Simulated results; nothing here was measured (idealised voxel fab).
Name of the process module below: voxel self aligned contacts
Section shown: cut. Width: 150 nm. Cell size: 5 nm, square.
How to read a cross-section here: the picture is a grid of square cells, written as bands going from the top down, and any band can span one or more rows of cells.
The entry gives the band's vertical extent as a top height and a bottom height in nm, then its horizontal make-up as materials from left to right, each with a width in nm. "empty" stands for empty space; a single material marked "all across" fills the band edge to edge.
Heights are reckoned from 0. Under this level, the received wafer is all of one material. The bottommost band is open-ended downward, for example "top 0, no bottom".
A two-number width, for instance "30 to 40", indicates that the width is equal to the first number in the top row of the band and to the second number in the bottom row, and that it changes by a constant amount per row of cells.
"no change occurred" after a step means that no cell of the cross-section changed.
"Closed void table": sealed empty spaces, 8 cells or more, no open way to top, listed width x height at distance, with distance from the left edge and width, height and distance in nm.
The remark found on a step's line after its settings is issued by the simulator itself and pertains to that step.
What "overlay nm" on a step's line means: if the step has a mask, that mask lay this far to the right of its planned place, or, when the value is negative, to the left.
Listed below are the process steps as planned
1 RECEIVE: material Si
2 OXIDIZE: depth nm 5
3 DIRECTIONAL_DEP: material polySi, thk nm 20
4 DIRECTIONAL_DEP: material SiN, thk nm 20
5 MASKED_ETCH: tone cover, mask id GATE, width nm 35, pitch nm 65, etch materials SiN, depth nm 20, overlay nm 0
6 MASKED_ETCH: tone cover, mask id GATE, width nm 35, pitch nm 65, etch materials polySi, depth nm 20, overlay nm 0
7 CONFORMAL_DEP: material SiN, thk nm 5
8 DIRECTIONAL_ETCH: etch materials SiN, depth nm 5
9 FILL_DEP: material SiO2, thk nm 20
10 CMP: height nm 50
11 MASKED_ETCH: tone open, mask id CONTACT, width nm 40, etch materials SiO2, depth nm 55, overlay nm 0
12 CONFORMAL_DEP: material TiN, thk nm 5
13 FILL_DEP: material Ru, thk nm 5
14 CMP: height nm 50
15 CONFORMAL_DEP: material SiN, thk nm 5
What follows covers the first of two wafers; it ran as planned
Incoming wafer, cross-sectional view, post step 1
* top 0, no bottom  Si all across
* Closed void table: none
The wafer in cross-section once step 2 is complete
* top 0, bottom -5  SiO2 all across
* Everything below -5 is unchanged.
The wafer in cross-section once step 3 is complete
* top 20, bottom 0  polySi all across
* Everything below 0 is unchanged.
The wafer in cross-section once step 4 is complete
* top 40, bottom 20  SiN all across
* Everything below 20 is unchanged.
The wafer in cross-section once step 5 is complete
* top 40, bottom 20  empty 25 | SiN 35 | empty 30 | SiN 35 | empty 25
* Everything below 20 is unchanged.
The wafer in cross-section once step 6 is complete
* top 40, bottom 20  empty 25 | SiN 35 | empty 30 | SiN 35 | empty 25
* top 20, bottom 0  empty 25 | polySi 35 | empty 30 | polySi 35 | empty 25
* Everything below 0 is unchanged.
The wafer in cross-section once step 7 is complete
* top 45, bottom 20  empty 20 | SiN 45 | empty 20 | SiN 45 | empty 20
* top 20, bottom 5  empty 20 | SiN 5 | polySi 35 | SiN 5 | empty 20 | SiN 5 | polySi 35 | SiN 5 | empty 20
* top 5, bottom 0  SiN 25 | polySi 35 | SiN 30 | polySi 35 | SiN 25
* Everything below 0 is unchanged.
The wafer in cross-section once step 8 is complete
* top 40, bottom 20  empty 20 | SiN 45 | empty 20 | SiN 45 | empty 20
* top 20, bottom 0  empty 20 | SiN 5 | polySi 35 | SiN 5 | empty 20 | SiN 5 | polySi 35 | SiN 5 | empty 20
* Everything below 0 is unchanged.
The wafer in cross-section once step 9 is complete
* top 60, bottom 40  SiO2 all across
* top 40, bottom 20  SiO2 20 | SiN 45 | SiO2 20 | SiN 45 | SiO2 20
* top 20, bottom 0  SiO2 20 | SiN 5 | polySi 35 | SiN 5 | SiO2 20 | SiN 5 | polySi 35 | SiN 5 | SiO2 20
* Everything below 0 is unchanged.
The wafer in cross-section once step 10 is complete
* top 50, bottom 40  SiO2 all across
* Everything below 40 is unchanged.
The wafer in cross-section once step 11 is complete
* top 50, bottom 40  SiO2 55 | empty 40 | SiO2 55
* top 40, bottom 20  SiO2 20 | SiN 45 | empty 20 | SiN 45 | SiO2 20
* top 20, bottom 0  SiO2 20 | SiN 5 | polySi 35 | SiN 5 | empty 20 | SiN 5 | polySi 35 | SiN 5 | SiO2 20
* top 0, bottom -5  SiO2 65 | empty 20 | SiO2 65
* Everything below -5 is unchanged.
The wafer in cross-section once step 12 is complete
* top 55, bottom 50  TiN 60 | empty 30 | TiN 60
* top 50, bottom 40  SiO2 55 | TiN 5 to 15 | empty 30 to 10 | TiN 5 to 15 | SiO2 55
* top 40, bottom 20  SiO2 20 | SiN 45 | TiN 5 | empty 10 | TiN 5 | SiN 45 | SiO2 20
* top 20, bottom 0  SiO2 20 | SiN 5 | polySi 35 | SiN 5 | TiN 5 | empty 10 | TiN 5 | SiN 5 | polySi 35 | SiN 5 | SiO2 20
* top 0, bottom -5  SiO2 65 | TiN 20 | SiO2 65
* Everything below -5 is unchanged.
The wafer in cross-section once step 13 is complete
* top 60, bottom 55  Ru all across
* top 55, bottom 50  TiN 60 | Ru 30 | TiN 60
* top 50, bottom 40  SiO2 55 | TiN 5 to 15 | Ru 30 to 10 | TiN 5 to 15 | SiO2 55
* top 40, bottom 20  SiO2 20 | SiN 45 | TiN 5 | Ru 10 | TiN 5 | SiN 45 | SiO2 20
* top 20, bottom 0  SiO2 20 | SiN 5 | polySi 35 | SiN 5 | TiN 5 | Ru 10 | TiN 5 | SiN 5 | polySi 35 | SiN 5 | SiO2 20
* Everything below 0 is unchanged.
The wafer in cross-section once step 14 is complete
* top 50, bottom 40  SiO2 55 | TiN 5 to 15 | Ru 30 to 10 | TiN 5 to 15 | SiO2 55
* Everything below 40 is unchanged.
The wafer in cross-section once step 15 is complete
* top 55, bottom 50  SiN all across
* Everything below 50 is unchanged.
The second wafer began exactly as the first did and followed the same plan, but one mistake was made while running it; through step 3 inclusive, the two wafers are identical
Cross-sectional view of the second wafer at the intended end time of process step 4
* top 40, bottom 20  TiN all across
* Everything below 20 is unchanged.
Cross-sectional view of the second wafer at the intended end time of process step 5: no change occurred
Cross-sectional view of the second wafer at the intended end time of process step 6: no change occurred
Cross-sectional view of the second wafer at the intended end time of process step 7
* top 45, bottom 40  SiN all across
* Everything below 40 is unchanged.
Cross-sectional view of the second wafer at the intended end time of process step 8
* top 40, bottom 20  TiN all across
* Everything below 20 is unchanged.
Cross-sectional view of the second wafer at the intended end time of process step 9
* top 60, bottom 40  SiO2 all across
* Everything below 40 is unchanged.
Cross-sectional view of the second wafer at the intended end time of process step 10
* top 50, bottom 40  SiO2 all across
* Everything below 40 is unchanged.
Cross-sectional view of the second wafer at the intended end time of process step 11
* top 50, bottom 40  SiO2 55 | empty 40 | SiO2 55
* Everything below 40 is unchanged.
Cross-sectional view of the second wafer at the intended end time of process step 12
* top 55, bottom 50  TiN 60 | empty 30 | TiN 60
* top 50, bottom 45  SiO2 55 | TiN 5 | empty 30 | TiN 5 | SiO2 55
* top 45, bottom 40  SiO2 55 | TiN 40 | SiO2 55
* Everything below 40 is unchanged.
Cross-sectional view of the second wafer at the intended end time of process step 13
* top 60, bottom 55  Ru all across
* top 55, bottom 50  TiN 60 | Ru 30 | TiN 60
* top 50, bottom 45  SiO2 55 | TiN 5 | Ru 30 | TiN 5 | SiO2 55
* Everything below 45 is unchanged.
Cross-sectional view of the second wafer at the intended end time of process step 14
* top 50, bottom 45  SiO2 55 | TiN 5 | Ru 30 | TiN 5 | SiO2 55
* Everything below 45 is unchanged.
Cross-sectional view of the second wafer at the intended end time of process step 15
* top 55, bottom 50  SiN all across
* Everything below 50 is unchanged.
The plan and the run diverged here: rather than as planned, step 4 actually ran as DIRECTIONAL_DEP: material TiN, thk nm 20
Wafer comparison, final, in cells, second relative to first, materials more or fewer: Ru -18 | SiN -88 | SiO2 -60 | TiN +102 | polySi +64
